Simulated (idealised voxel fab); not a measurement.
This section sets out a process module, namely voxel trench capacitor.
Square cell edge 5 nm, section width 260 nm, ID cut.
In this document a cross-section is written as a grid of square cells. It is given as a series of bands, listed from the top down, and a band is one or more rows of cells. Top height, bottom height, nm. Materials left to right, width each, nm. Single material + "edge to edge" = fills band edge to edge. "blank" = empty. Note: height 0 marks the level under which the wafer is uniformly one material as received. Lowest band unbounded below, written "top 0, no bottom". A width such as "30->40" changes by the same amount from each row of cells to the next, from the band's top row to its bottom row. Key: "remained the same" - step with no changed cell in the cross-section. In "Closed internal voids" the enclosed voids are listed, meaning empty spaces of 8 cells or larger without any opening to the top. The form is width x height at distance, distance from the left edge, units nm. Where a step's line continues beyond its settings, the continuation is a remark by the simulator itself on that step. A step's line can hold "overlay nm"; with a mask on that step, the setting says how far right of the planned place the mask lay, while a negative setting says it lay to the left.

# So here's the lineup of process steps we planned
1: RECEIVE: material Si
2: CONFORMAL_DEP: material SiN, thk nm 5
3: DIRECTIONAL_DEP: material aC, thk nm 15
4: PATTERN: tone open, mask id TRENCH, material resist, width nm 15, pitch nm 40, thk nm 35, overlay nm 0
5: DIRECTIONAL_ETCH: etch materials aC, depth nm 15
6: STRIP: etch materials resist
7: DIRECTIONAL_ETCH: etch materials SiN, depth nm 5
8: DIRECTIONAL_ETCH: etch materials Si, depth nm 40
9: STRIP: etch materials aC
10: CONFORMAL_DEP: material Al2O3, thk nm 5
11: FILL_DEP: material polySi, thk nm 5
12: CMP: height nm 5
Where the wafers of this document differ is in the width nm of step 4; they start out the same, and the plan states the value that applied to the first wafer.

# Here's the first of the wafers in cross-section, just as we got it, i.e. after step 1
  top 0, no bottom  Si edge to edge
  Closed internal voids: none

# First of several wafers in cross-section at module end, following the final step, step 12
  top 5, bottom 0  SiN: 80, then Al2O3: 5, then polySi: 5, then Al2O3: 5, then SiN: 25, then Al2O3: 5, then polySi: 5, then Al2O3: 5, then SiN: 25, then Al2O3: 5, then polySi: 5, then Al2O3: 5, then SiN: 85
  top 0, bottom -35  Si: 80, then Al2O3: 5, then polySi: 5, then Al2O3: 5, then Si: 25, then Al2O3: 5, then polySi: 5, then Al2O3: 5, then Si: 25, then Al2O3: 5, then polySi: 5, then Al2O3: 5, then Si: 85
  top -35, bottom -40  Si: 80, then Al2O3: 15, then Si: 25, then Al2O3: 15, then Si: 25, then Al2O3: 15, then Si: 85
  top -40, no bottom  Si edge to edge
  Closed internal voids: none

# The final wafer, sectioned at module end
  top 5, bottom 0  SiN: 75, then Al2O3: 5, then polySi: 15, then Al2O3: 5, then SiN: 15, then Al2O3: 5, then polySi: 15, then Al2O3: 5, then SiN: 15, then Al2O3: 5, then polySi: 15, then Al2O3: 5, then SiN: 80
  top 0, bottom -35  Si: 75, then Al2O3: 5, then polySi: 15, then Al2O3: 5, then Si: 15, then Al2O3: 5, then polySi: 15, then Al2O3: 5, then Si: 15, then Al2O3: 5, then polySi: 15, then Al2O3: 5, then Si: 80
  top -35, bottom -40  Si: 75, then Al2O3: 25, then Si: 15, then Al2O3: 25, then Si: 15, then Al2O3: 25, then Si: 80
  top -40, no bottom  Si edge to edge
  Closed internal voids: none

# Take any row and you have a wafer at the end of the module: how many cells of each material it has gained (+) or lost (-) since it was received, and then its closed voids
width nm 15 | +57 Al2O3 | -72 Si | +43 SiN | +24 polySi | Closed internal voids: none
width nm 20 | +60 Al2O3 | -96 Si | +40 SiN | +48 polySi | Closed internal voids: none
width nm 25 | +63 Al2O3 | -120 Si | +37 SiN | +72 polySi | Closed internal voids: none
